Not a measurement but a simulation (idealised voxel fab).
Name of the process module below: voxel ribs on slabs
This is section cut - it's 190 nm across, gridded in 5 nm square cells.
This document writes a cross-section as a grid whose cells are square, and gives it as bands, listed from the top down; one or more rows of cells form a band.
First you get the band's top height and its bottom height, in nm, and then the materials it's made of, left to right, with each width in nm. If you see a single material with "full width", that one covers the band edge to edge. "air" is empty space.
Heads up on the height convention: 0 is the point under which the incoming wafer is all one material, and the lowest band has no bottom, it just keeps going down, like "from 0 down".
Per-row width for "30..40": begins at first number (top row of band), ends at second number (bottom row), increment between rows held constant.
"nothing got changed" (step): cross-section cells unchanged, all of them.
Heads up: "Trapped cavities" only lists the empty pockets with no open path to the top that are 8 cells or more, and it writes them as width x height at distance, distance from the left edge, in nm.
Heads up: the bit after the settings on a step's line is the simulator's remark on that step.
"overlay nm" answers the question of how far to the right of plan the mask lay on a step that has a mask, and when it is negative the answer is to the left.
Planned step list for the process
| 1 | RECEIVE with material Si |
| 2 | DIRECTIONAL_DEP with material SiO2, thk nm 20 |
| 3 | DIRECTIONAL_DEP with material SiN, thk nm 25 |
| 4 | PATTERN with tone cover, mask id RIB, material resist, width nm 20, thk nm 15, overlay nm 0 |
| 5 | DIRECTIONAL_ETCH with etch materials SiN, depth nm 10 |
| 6 | STRIP with etch materials resist |
| 7 | PATTERN with tone cover, mask id SLAB, material resist, width nm 70, thk nm 20, overlay nm 0 |
| 8 | DIRECTIONAL_ETCH with etch materials SiN, depth nm 15 |
| 9 | STRIP with etch materials resist |
| 10 | FILL_DEP with material SiO2, thk nm 25 |
| 11 | CMP with height nm 60 |
| 12 | DIRECTIONAL_DEP with material TiN, thk nm 5 |
| 13 | DIRECTIONAL_DEP with material aC, thk nm 15 |
| 14 | PATTERN with tone cover, mask id HEATER, material resist, width nm 30, thk nm 30, overlay nm 0 |
| 15 | DIRECTIONAL_ETCH with etch materials aC, depth nm 15 |
| 16 | STRIP with etch materials resist |
| 17 | DIRECTIONAL_ETCH with etch materials TiN, depth nm 5 |
| 18 | STRIP with etch materials aC |
| 19 | CONFORMAL_DEP with material SiO2, thk nm 10 |
Cross-section: wafer on arrival = after step 1
    from 0 down | Si full width
    Trapped cavities: none
First of two wafers, end-of-module section, run followed plan
    from 75 to 70 | air=70  SiO2=50  air=70
    from 70 to 65 | SiO2 full width
    from 65 to 60 | SiO2=80  TiN=30  SiO2=80
    from 60 to 45 | SiO2 full width
    from 45 to 35 | SiO2=85  SiN=20  SiO2=85
    from 35 to 20 | SiO2=60  SiN=70  SiO2=60
    from 20 to 0 | SiO2 full width
    from 0 down | Si full width
    Trapped cavities: none
Cross-section at end of module for the second wafer of two, which matched the first in starting point and plan and differed by one mistake in its processing
    from 75 to 70 | air=75  SiO2=45  air=70
    from 70 to 65 | SiO2 full width
    from 65 to 60 | SiO2=85  TiN=25  SiO2=80
    from 60 to 45 | SiO2 full width
    from 45 to 35 | SiO2=85  SiN=20  SiO2=85
    from 35 to 20 | SiO2=60  SiN=70  SiO2=60
    from 20 to 0 | SiO2 full width
    from 0 down | Si full width
    Trapped cavities: none
Short version of what went wrong: step 14 was processed under conditions differing from the plan, specifically as PATTERN with tone cover, mask id HEATER, material resist, width nm 25, thk nm 30, overlay nm 0
Wrapping up, a cell-based count of both wafers puts the second over or under the first for these materials: TiN -1
